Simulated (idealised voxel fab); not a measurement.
The name of this process module is voxel capacitor over wiring.
The cross-section shown here is cut; it is 190 nm wide and divided into square cells measuring 5 nm on a side.
Format of a cross-section: grid, square cells. Given as bands. Order: top down. Band: one or more rows of cells.
Band entry format. Leading values: height of top, height of bottom, nm. Remainder: materials in left-to-right order, each with its width in nm. Special words: "edge to edge" on a single material, which then fills the band edge to edge; "blank", empty space.
Heights from 0 (as-received wafer is one material below). Bottom band endless downward, as "top 0, no bottom".
Width: "30->40" (first number = top row, second number = bottom row, same change from row to row of cells).
What does "nothing altered" mean for a step? It means no cell of the cross-section changed in that step.
Under "Voids lacking openings" you'll find the enclosed gaps, the ones with no way out to the top, that are 8 cells or bigger; each reads width x height at distance, with distance counted from the left edge, everything in nm.
Anything after a step's settings on that line? It's the simulator's own note about the step.
The line of a step may include "overlay nm". On a step with a mask, this value is how far to the right of its planned place the mask lay. A negative value means the mask lay to the left.
## Listed below are the process steps as planned
1 op RECEIVE | material Si
2 op CONFORMAL_DEP | material SiO2 | thk nm 15
3 op DIRECTIONAL_DEP | material TiN | thk nm 5
4 op DIRECTIONAL_DEP | material Ru | thk nm 15
5 op PATTERN | tone cover | mask id METAL_1 | material resist | width nm 30 | pitch nm 95 | thk nm 20 | overlay nm 0
6 op DIRECTIONAL_ETCH | etch materials Ru | depth nm 15
7 op DIRECTIONAL_ETCH | etch materials TiN | depth nm 5
8 op STRIP | etch materials resist
9 op FILL_DEP | material lowk | thk nm 5
10 op CMP | height nm 35
11 op CONFORMAL_DEP | material SiCN | thk nm 5
12 op DIRECTIONAL_DEP | material SiO2 | thk nm 20
13 op DIRECTIONAL_DEP | material aC | thk nm 10
14 op PATTERN | tone open | mask id PLUG_1 | material resist | width nm 15 | thk nm 25 | overlay nm 0
15 op DIRECTIONAL_ETCH | etch materials aC | depth nm 10
16 op STRIP | etch materials resist
17 op DIRECTIONAL_ETCH | etch materials SiO2 | depth nm 20
18 op DIRECTIONAL_ETCH | etch materials SiCN | depth nm 5
19 op STRIP | etch materials aC
20 op EPI | material Ru | thk nm 10
21 op EPI | material Ru | thk nm 10
22 op EPI | material Ru | thk nm 5
23 op DIRECTIONAL_DEP | material TiN | thk nm 5
24 op DIRECTIONAL_DEP | material Al2O3 | thk nm 5
25 op DIRECTIONAL_DEP | material TiN | thk nm 10
26 op DIRECTIONAL_DEP | material aC | thk nm 10
27 op PATTERN | tone cover | mask id UPPER_PLATE | material resist | width nm 70 | thk nm 25 | overlay nm 0
28 op DIRECTIONAL_ETCH | etch materials aC | depth nm 10
29 op STRIP | etch materials resist
30 op DIRECTIONAL_ETCH | etch materials TiN | depth nm 10
31 op DIRECTIONAL_ETCH | etch materials Al2O3 | depth nm 5
32 op STRIP | etch materials aC
33 op DIRECTIONAL_DEP | material aC | thk nm 15
34 op PATTERN | tone cover | mask id LOWER_PLATE | material resist | width nm 80 | thk nm 35 | overlay nm 0
35 op DIRECTIONAL_ETCH | etch materials aC | depth nm 15
36 op STRIP | etch materials resist
37 op DIRECTIONAL_ETCH | etch materials TiN | depth nm 5
38 op STRIP | etch materials aC
39 op FILL_DEP | material SiO2 | thk nm 15
40 op CMP | height nm 80
41 op MASKED_ETCH | tone open | mask id PLUG_2 | width nm 15 | etch materials SiO2 | depth nm 10 | overlay nm 0
42 op CONFORMAL_DEP | material TiN | thk nm 5
43 op FILL_DEP | material W | thk nm 10
44 op CMP | height nm 90
45 op CONFORMAL_DEP | material SiCN | thk nm 5
Wafer-to-wafer difference: height nm, step 40. Common start. Plan = first wafer's value.
## Cross-section of the first of several wafers on receipt, reflecting completion of step 1
	top 0, no bottom  Si edge to edge
	Voids lacking openings: none
## First of several wafers in cross-section at module end, following the final step, step 45
	top 95, bottom 90  SiCN edge to edge
	top 90, bottom 85  W edge to edge
	top 85, bottom 80  TiN edge to edge
	top 80, bottom 70  45 nm SiO2; 70 nm TiN; 75 nm SiO2
	top 70, bottom 65  45 nm SiO2; 70 nm Al2O3; 75 nm SiO2
	top 65, bottom 60  40 nm SiO2; 80 nm TiN; 70 nm SiO2
	top 60, bottom 40  45 nm SiO2; 15 nm Ru; 130 nm SiO2
	top 40, bottom 35  45 nm SiCN; 15 nm Ru; 130 nm SiCN
	top 35, bottom 20  30 nm lowk; 30 nm Ru; 65 nm lowk; 30 nm Ru; 35 nm lowk
	top 20, bottom 15  30 nm lowk; 30 nm TiN; 65 nm lowk; 30 nm TiN; 35 nm lowk
	top 15, bottom 0  SiO2 edge to edge
	top 0, no bottom  Si edge to edge
	Voids lacking openings: none
## So this is the cross-section on the last wafer at the end of the module
	top 95, bottom 90  SiCN edge to edge
	top 90, bottom 85  55 nm SiO2; 15 nm TiN; 120 nm SiO2
	top 85, bottom 80  SiO2 edge to edge
	top 80, bottom 70  45 nm SiO2; 70 nm TiN; 75 nm SiO2
	top 70, bottom 65  45 nm SiO2; 70 nm Al2O3; 75 nm SiO2
	top 65, bottom 60  40 nm SiO2; 80 nm TiN; 70 nm SiO2
	top 60, bottom 40  45 nm SiO2; 15 nm Ru; 130 nm SiO2
	top 40, bottom 35  45 nm SiCN; 15 nm Ru; 130 nm SiCN
	top 35, bottom 20  30 nm lowk; 30 nm Ru; 65 nm lowk; 30 nm Ru; 35 nm lowk
	top 20, bottom 15  30 nm lowk; 30 nm TiN; 65 nm lowk; 30 nm TiN; 35 nm lowk
	top 15, bottom 0  SiO2 edge to edge
	top 0, no bottom  Si edge to edge
	Voids lacking openings: none
## Per wafer (row), end of module: delta in cells per material since receipt, (+) for gained, (-) for lost; closed voids after that
height nm 80; +14 Al2O3; +51 Ru; +73 SiCN; +348 SiO2; +94 TiN; +38 W; +104 lowk; Voids lacking openings: none
height nm 85; +14 Al2O3; +51 Ru; +73 SiCN; +383 SiO2; +96 TiN; +1 W; +104 lowk; Voids lacking openings: none
height nm 90; +14 Al2O3; +51 Ru; +73 SiCN; +418 SiO2; +61 TiN; +1 W; +104 lowk; Voids lacking openings: none
height nm 95; +14 Al2O3; +51 Ru; +73 SiCN; +421 SiO2; +59 TiN; +104 lowk; Voids lacking openings: none
